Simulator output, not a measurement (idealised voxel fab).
process module | voxel quadruple lines
cross-section cut | 230 nm wide | cells 5 nm
A cross-section is a grid of square cells, given in bands from the top down. A band is one or more rows of cells.
Each band's line starts with the height of the band's top and of its bottom, in nm. Then come its materials from left to right, each with its width in nm. One material with "throughout" fills the band from edge to edge. "air" is empty space.
Height 0 is the level under which the wafer as received is all one material. The lowest band goes on downwards, as in "0 down".
A width such as "30 to 40" changes by the same amount from each row of cells to the next, from the band's top row to its bottom row.
"no change" after a step means that no cell of the cross-section changed.
closed voids: empty space of 8 cells or more with no open way to the top, each as width x height at its distance from the left edge, in nm
after a step's settings: what the simulator itself notes on the step
overlay nm, on a step with a mask: how far to the right of its planned place the mask lay; to the left if negative
plan
1 op RECEIVE | material Si
2 op CONFORMAL_DEP | material SiO2 | thk nm 10
3 op DIRECTIONAL_DEP | material Ru | thk nm 10
4 op DIRECTIONAL_DEP | material polySi | thk nm 20
5 op DIRECTIONAL_DEP | material aC | thk nm 20
6 op PATTERN | tone cover | mask id MANDREL | material resist | width nm 35 | pitch nm 100 | thk nm 30 | overlay nm 0
7 op DIRECTIONAL_ETCH | etch materials aC | depth nm 20
8 op STRIP | etch materials resist
9 op CONFORMAL_DEP | material SiO2 | thk nm 15
10 op DIRECTIONAL_ETCH | etch materials SiO2 | depth nm 15
11 op STRIP | etch materials aC
12 op DIRECTIONAL_ETCH | etch materials polySi | depth nm 20
13 op STRIP | etch materials SiO2
14 op CONFORMAL_DEP | material SiN | thk nm 10
15 op DIRECTIONAL_ETCH | etch materials SiN | depth nm 10
16 op STRIP | etch materials polySi
17 op DIRECTIONAL_ETCH | etch materials Ru | depth nm 10
18 op STRIP | etch materials SiN
first wafer, as planned
as received, after step 1
  0 down: Si throughout
  closed voids: none
after step 2
  10 to 0: SiO2 throughout
  below 0: unchanged
after step 3
  20 to 10: Ru throughout
  below 10: unchanged
after step 4
  40 to 20: polySi throughout
  below 20: unchanged
after step 5
  60 to 40: aC throughout
  below 40: unchanged
after step 6
  90 to 60: air 45 | resist 35 | air 65 | resist 35 | air 50
  below 60: unchanged
after step 7
  70 to 60: air 45 | resist 35 | air 65 | resist 35 | air 50
  60 to 40: air 45 | aC 35 | air 65 | aC 35 | air 50
  below 40: unchanged
after step 8
  60 to 40: air 45 | aC 35 | air 65 | aC 35 | air 50
  below 40: unchanged
after step 9
  75 to 60: air 30 | SiO2 65 | air 35 | SiO2 65 | air 35
  60 to 55: air 30 | SiO2 15 | aC 35 | SiO2 15 | air 35 | SiO2 15 | aC 35 | SiO2 15 | air 35
  55 to 40: SiO2 45 | aC 35 | SiO2 65 | aC 35 | SiO2 50
  below 40: unchanged
after step 10
  60 to 40: air 30 | SiO2 15 | aC 35 | SiO2 15 | air 35 | SiO2 15 | aC 35 | SiO2 15 | air 35
  below 40: unchanged
after step 11
  60 to 40: air 30 | SiO2 15 | air 35 | SiO2 15 | air 35 | SiO2 15 | air 35 | SiO2 15 | air 35
  below 40: unchanged
after step 12
  60 to 40: air 30 | SiO2 15 | air 35 | SiO2 15 | air 35 | SiO2 15 | air 35 | SiO2 15 | air 35
  40 to 20: air 30 | polySi 15 | air 35 | polySi 15 | air 35 | polySi 15 | air 35 | polySi 15 | air 35
  below 20: unchanged
after step 13
  40 to 20: air 30 | polySi 15 | air 35 | polySi 15 | air 35 | polySi 15 | air 35 | polySi 15 | air 35
  below 20: unchanged
after step 14
  50 to 40: air 20 | SiN 35 | air 15 | SiN 35 | air 15 | SiN 35 | air 15 | SiN 35 | air 25
  40 to 30: air 20 | SiN 10 | polySi 15 | SiN 10 | air 15 | SiN 10 | polySi 15 | SiN 10 | air 15 | SiN 10 | polySi 15 | SiN 10 | air 15 | SiN 10 | polySi 15 | SiN 10 | air 25
  30 to 20: SiN 30 | polySi 15 | SiN 35 | polySi 15 | SiN 35 | polySi 15 | SiN 35 | polySi 15 | SiN 35
  below 20: unchanged
after step 15
  40 to 20: air 20 | SiN 10 | polySi 15 | SiN 10 | air 15 | SiN 10 | polySi 15 | SiN 10 | air 15 | SiN 10 | polySi 15 | SiN 10 | air 15 | SiN 10 | polySi 15 | SiN 10 | air 25
  below 20: unchanged
after step 16
  40 to 20: air 20 | SiN 10 | air 15 | SiN 10 | air 15 | SiN 10 | air 15 | SiN 10 | air 15 | SiN 10 | air 15 | SiN 10 | air 15 | SiN 10 | air 15 | SiN 10 | air 25
  below 20: unchanged
after step 17
  40 to 20: air 20 | SiN 10 | air 15 | SiN 10 | air 15 | SiN 10 | air 15 | SiN 10 | air 15 | SiN 10 | air 15 | SiN 10 | air 15 | SiN 10 | air 15 | SiN 10 | air 25
  20 to 10: air 20 | Ru 10 | air 15 | Ru 10 | air 15 | Ru 10 | air 15 | Ru 10 | air 15 | Ru 10 | air 15 | Ru 10 | air 15 | Ru 10 | air 15 | Ru 10 | air 25
  below 10: unchanged
after step 18
  20 to 10: air 20 | Ru 10 | air 15 | Ru 10 | air 15 | Ru 10 | air 15 | Ru 10 | air 15 | Ru 10 | air 15 | Ru 10 | air 15 | Ru 10 | air 15 | Ru 10 | air 25
  below 10: unchanged
second wafer: like start, like plan, one mistake. Through step 2 it matches the first wafer
when step 3 should have ended
  20 to 10: aC throughout
  below 10: unchanged
when step 4 should have ended
  40 to 20: polySi throughout
  below 20: unchanged
when step 5 should have ended
  60 to 40: aC throughout
  below 40: unchanged
when step 6 should have ended
  90 to 60: air 45 | resist 35 | air 65 | resist 35 | air 50
  below 60: unchanged
when step 7 should have ended
  70 to 60: air 45 | resist 35 | air 65 | resist 35 | air 50
  60 to 40: air 45 | aC 35 | air 65 | aC 35 | air 50
  below 40: unchanged
when step 8 should have ended
  60 to 40: air 45 | aC 35 | air 65 | aC 35 | air 50
  below 40: unchanged
when step 9 should have ended
  75 to 60: air 30 | SiO2 65 | air 35 | SiO2 65 | air 35
  60 to 55: air 30 | SiO2 15 | aC 35 | SiO2 15 | air 35 | SiO2 15 | aC 35 | SiO2 15 | air 35
  55 to 40: SiO2 45 | aC 35 | SiO2 65 | aC 35 | SiO2 50
  below 40: unchanged
when step 10 should have ended
  60 to 40: air 30 | SiO2 15 | aC 35 | SiO2 15 | air 35 | SiO2 15 | aC 35 | SiO2 15 | air 35
  below 40: unchanged
when step 11 should have ended
  60 to 40: air 30 | SiO2 15 | air 35 | SiO2 15 | air 35 | SiO2 15 | air 35 | SiO2 15 | air 35
  below 40: unchanged
when step 12 should have ended
  60 to 40: air 30 | SiO2 15 | air 35 | SiO2 15 | air 35 | SiO2 15 | air 35 | SiO2 15 | air 35
  40 to 20: air 30 | polySi 15 | air 35 | polySi 15 | air 35 | polySi 15 | air 35 | polySi 15 | air 35
  below 20: unchanged
when step 13 should have ended
  40 to 20: air 30 | polySi 15 | air 35 | polySi 15 | air 35 | polySi 15 | air 35 | polySi 15 | air 35
  below 20: unchanged
when step 14 should have ended
  50 to 40: air 20 | SiN 35 | air 15 | SiN 35 | air 15 | SiN 35 | air 15 | SiN 35 | air 25
  40 to 30: air 20 | SiN 10 | polySi 15 | SiN 10 | air 15 | SiN 10 | polySi 15 | SiN 10 | air 15 | SiN 10 | polySi 15 | SiN 10 | air 15 | SiN 10 | polySi 15 | SiN 10 | air 25
  30 to 20: SiN 30 | polySi 15 | SiN 35 | polySi 15 | SiN 35 | polySi 15 | SiN 35 | polySi 15 | SiN 35
  below 20: unchanged
when step 15 should have ended
  40 to 20: air 20 | SiN 10 | polySi 15 | SiN 10 | air 15 | SiN 10 | polySi 15 | SiN 10 | air 15 | SiN 10 | polySi 15 | SiN 10 | air 15 | SiN 10 | polySi 15 | SiN 10 | air 25
  below 20: unchanged
when step 16 should have ended
  40 to 20: air 20 | SiN 10 | air 15 | SiN 10 | air 15 | SiN 10 | air 15 | SiN 10 | air 15 | SiN 10 | air 15 | SiN 10 | air 15 | SiN 10 | air 15 | SiN 10 | air 25
  below 20: unchanged
when step 17 should have ended: no change
when step 18 should have ended
  20 to 10: aC throughout
  below 10: unchanged
what went wrong: step 3 ran as: op DIRECTIONAL_DEP | material aC | thk nm 10
at the end the second wafer has, in cells: 32 fewer of Ru | 92 more of aC
